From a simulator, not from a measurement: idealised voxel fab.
Module name: voxel wiring stack (process module)
The cross-section shown here is cut; it is 160 nm wide and divided into square cells measuring 5 nm on a side.
The cross-sections in this document take the form of a grid made of square cells. They are written out as bands, in order from top to bottom. Each band consists of one or more rows of cells.
Basically the band line says how high the top is and how high the bottom is, in nm, and then what's in it from left to right, every material with its width in nm. Empty space shows up as "air", and if a single material carries "all across" it runs the full band edge to edge.
It should be noted that heights are counted from 0, beneath which the wafer as supplied is of one material throughout, and that the lowest band possesses no lower boundary but continues downward, as written in "0 nm and below".
Per-row width for "30..40": begins at first number (top row of band), ends at second number (bottom row), increment between rows held constant.
The cross-section has no changed cell in any step marked "remains unaltered".
Entry "Closed voids list". Content: empty spaces with no open connection to the top, size 8 cells or greater. Each: width x height at distance. Distance: from left edge. Unit: nm.
Heads up: the bit after the settings on a step's line is the simulator's remark on that step.
On any step carrying a mask, the "overlay nm" setting, if present on the step's line, tells how far right of its planned place the mask lay; negative values point to the left.

These are the steps we planned for the process
1. RECEIVE: material Si
2. CONFORMAL_DEP: material SiO2, thk nm 15
3. DIRECTIONAL_DEP: material TiN, thk nm 5
4. DIRECTIONAL_DEP: material Ru, thk nm 20
5. DIRECTIONAL_DEP: material aC, thk nm 15
6. PATTERN: tone cover, mask id METAL_1, material resist, width nm 20, pitch nm 35, thk nm 35, overlay nm 0
7. DIRECTIONAL_ETCH: etch materials aC, depth nm 15
8. STRIP: etch materials resist
9. DIRECTIONAL_ETCH: etch materials Ru, depth nm 20
10. DIRECTIONAL_ETCH: etch materials TiN, depth nm 5
11. STRIP: etch materials aC
12. CONFORMAL_DEP: material SiCN, thk nm 5
13. FILL_DEP: material SiO2, thk nm 10
14. CMP: height nm 40
15. CONFORMAL_DEP: material SiCN, thk nm 5
16. DIRECTIONAL_DEP: material lowk, thk nm 30
17. MASKED_ETCH: tone open, mask id METAL_2, width nm 20, pitch nm 35, etch materials lowk, depth nm 20, overlay nm 0
18. DIRECTIONAL_DEP: material aC, thk nm 10
19. PATTERN: tone open, mask id METAL_2_HOLES, material resist, width nm 15, pitch nm 70, thk nm 30, overlay nm 0
20. DIRECTIONAL_ETCH: etch materials aC, depth nm 10
21. STRIP: etch materials resist
22. DIRECTIONAL_ETCH: etch materials lowk, depth nm 10
23. DIRECTIONAL_ETCH: etch materials SiCN, depth nm 5
24. STRIP: etch materials aC
25. CONFORMAL_DEP: material TiN, thk nm 5
26. FILL_DEP: material Cu, thk nm 10
27. CMP: height nm 75
28. CONFORMAL_DEP: material SiN, thk nm 5
Be aware that, although all wafers share a common starting state, the thk nm at step 12 differs among them, and the plan displays the first wafer's value.

The as-received cross-section of the first of several wafers corresponds to the state after step 1
  0 nm and below: Si all across
  Closed voids list: none

The cross-section of the first of several wafers is given below for the end of the module, after its final step, step 28
  80 nm to 75 nm: SiN all across
  75 nm to 60 nm: lowk 15 nm / TiN 5 nm / Cu 10 nm / TiN 5 nm / lowk 15 nm / TiN 5 nm / Cu 10 nm / TiN 5 nm / lowk 15 nm / TiN 5 nm / Cu 10 nm / TiN 5 nm / lowk 15 nm / TiN 5 nm / Cu 10 nm / TiN 5 nm / lowk 20 nm
  60 nm to 55 nm: lowk 15 nm / TiN 5 nm / Cu 5 nm / TiN 10 nm / lowk 15 nm / TiN 20 nm / lowk 15 nm / TiN 5 nm / Cu 5 nm / TiN 10 nm / lowk 15 nm / TiN 20 nm / lowk 20 nm
  55 nm to 45 nm: lowk 15 nm / TiN 5 nm / Cu 5 nm / TiN 5 nm / lowk 55 nm / TiN 5 nm / Cu 5 nm / TiN 5 nm / lowk 60 nm
  45 nm to 40 nm: SiCN 15 nm / TiN 15 nm / SiCN 55 nm / TiN 15 nm / SiCN 60 nm
  40 nm to 20 nm: SiO2 10 nm / SiCN 5 nm / Ru 20 nm / SiCN 5 nm / SiO2 5 nm / SiCN 5 nm / Ru 20 nm / SiCN 5 nm / SiO2 5 nm / SiCN 5 nm / Ru 20 nm / SiCN 5 nm / SiO2 5 nm / SiCN 5 nm / Ru 20 nm / SiCN 5 nm / SiO2 15 nm
  20 nm to 15 nm: SiCN 15 nm / TiN 20 nm / SiCN 15 nm / TiN 20 nm / SiCN 15 nm / TiN 20 nm / SiCN 15 nm / TiN 20 nm / SiCN 20 nm
  15 nm to 0 nm: SiO2 all across
  0 nm and below: Si all across
  Closed voids list: none

The last wafer as seen in cross-section at the end of the module
  80 nm to 75 nm: SiN all across
  75 nm to 60 nm: lowk 15 nm / TiN 5 nm / Cu 10 nm / TiN 5 nm / lowk 15 nm / TiN 5 nm / Cu 10 nm / TiN 5 nm / lowk 15 nm / TiN 5 nm / Cu 10 nm / TiN 5 nm / lowk 15 nm / TiN 5 nm / Cu 10 nm / TiN 5 nm / lowk 20 nm
  60 nm to 55 nm: lowk 15 nm / TiN 5 nm / Cu 5 nm / TiN 10 nm / lowk 15 nm / TiN 20 nm / lowk 15 nm / TiN 5 nm / Cu 5 nm / TiN 10 nm / lowk 15 nm / TiN 20 nm / lowk 20 nm
  55 nm to 45 nm: lowk 15 nm / TiN 5 nm / Cu 5 nm / TiN 5 nm / lowk 55 nm / TiN 5 nm / Cu 5 nm / TiN 5 nm / lowk 60 nm
  45 nm to 40 nm: SiCN 15 nm / TiN 15 nm / SiCN 55 nm / TiN 15 nm / SiCN 60 nm
  40 nm to 20 nm: SiCN 15 nm / Ru 20 nm / SiCN 15 nm / Ru 20 nm / SiCN 15 nm / Ru 20 nm / SiCN 15 nm / Ru 20 nm / SiCN 20 nm
  20 nm to 15 nm: SiCN 15 nm / TiN 20 nm / SiCN 15 nm / TiN 20 nm / SiCN 15 nm / TiN 20 nm / SiCN 15 nm / TiN 20 nm / SiCN 20 nm
  15 nm to 0 nm: SiO2 all across
  0 nm and below: Si all across
  Closed voids list: none

wafer rows; end of module; cells per material since receipt: (+) gained, (-) lost; then closed voids
thk nm 5; +30 Cu; +64 Ru; +74 SiCN; +32 SiN; +128 SiO2; +68 TiN; +116 lowk; Closed voids list: none
thk nm 10; +30 Cu; +64 Ru; +97 SiCN; +32 SiN; +105 SiO2; +68 TiN; +116 lowk; Closed voids list: none
thk nm 15; +30 Cu; +64 Ru; +104 SiCN; +32 SiN; +98 SiO2; +68 TiN; +116 lowk; Closed voids list: none
thk nm 20; +30 Cu; +64 Ru; +106 SiCN; +32 SiN; +96 SiO2; +68 TiN; +116 lowk; Closed voids list: none
